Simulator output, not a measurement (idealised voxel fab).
Name of the process module below: voxel spacer lines
Section shown: cut. Width: 250 nm. Cell size: 5 nm, square.
Format of a cross-section: grid, square cells. Given as bands. Order: top down. Band: one or more rows of cells.
This entry defines a band. It first specifies the height of the band's top and the height of its bottom in nm, and then specifies the band's materials from left to right, stating each material with its width in nm. The word "edge to edge" identifies a single material that fills the band from edge to edge, while the word "blank" identifies empty space.
The level at which height equals 0 is the one under which the wafer, as it arrives, is entirely one material. No lower edge exists for the bottom band, which continues downward and is notated as in "0 and below".
The two numbers in a width such as "30..40" mark its ends across the band: the first belongs to the top row of cells, the second to the bottom row, and from each row to the next the width moves by the same amount.
For the purposes of this document, the phrase "no modifications" attached to a step denotes that no cell within the cross-section was modified by that step.
In the "Completely enclosed voids" entry, you get each enclosed empty space of 8 cells or more, one with no open way to the top, written width x height at distance, distance from the left edge, in nm.
Post-settings text on a step line: simulator's own remark regarding the step.
A step line may carry the setting "overlay nm", which, for steps involving a mask, states the distance by which the mask lay to the right of its intended position; negative values denote displacement to the left.
### Process steps - plan
1. RECEIVE with material Si
2. CONFORMAL_DEP with material Al2O3, thk nm 5
3. DIRECTIONAL_DEP with material W, thk nm 10
4. DIRECTIONAL_DEP with material polySi, thk nm 20
5. PATTERN with tone cover, mask id MANDREL, material resist, width nm 20, pitch nm 60, thk nm 25, overlay nm 0
6. DIRECTIONAL_ETCH with etch materials polySi, depth nm 20
7. STRIP with etch materials resist
8. CONFORMAL_DEP with material SiO2, thk nm 10
9. DIRECTIONAL_ETCH with etch materials SiO2, depth nm 10
10. STRIP with etch materials polySi
11. DIRECTIONAL_ETCH with etch materials W, depth nm 10
12. STRIP with etch materials SiO2
### Wafer at receipt (post step 1), cross-section
	0 and below  Si edge to edge
	Completely enclosed voids: none
### Looking at the first of two wafers in cross-section at end of module - ran to plan
	15 down to 5  blank (75)  W (10)  blank (20)  W (10)  blank (20)  W (10)  blank (20)  W (10)  blank (75)
	5 down to 0  Al2O3 edge to edge
	0 and below  Si edge to edge
	Completely enclosed voids: none
### The second wafer, shown in cross-section after the module: started the same way as the first and given the same plan, yet one mistake crept into how it was run
	15 down to 5  blank (80)  W (10)  blank (15)  W (10)  blank (25)  W (10)  blank (15)  W (10)  blank (75)
	5 down to 0  Al2O3 edge to edge
	0 and below  Si edge to edge
	Completely enclosed voids: none
What went wrong in running the wafer? step 5 ran differently from the plan; actual operation with settings: PATTERN with tone cover, mask id MANDREL, material resist, width nm 15, pitch nm 60, thk nm 25, overlay nm 0
Comparing end states, the material composition by cell count is preserved from the first wafer to the second, while the locations of the cells are not.
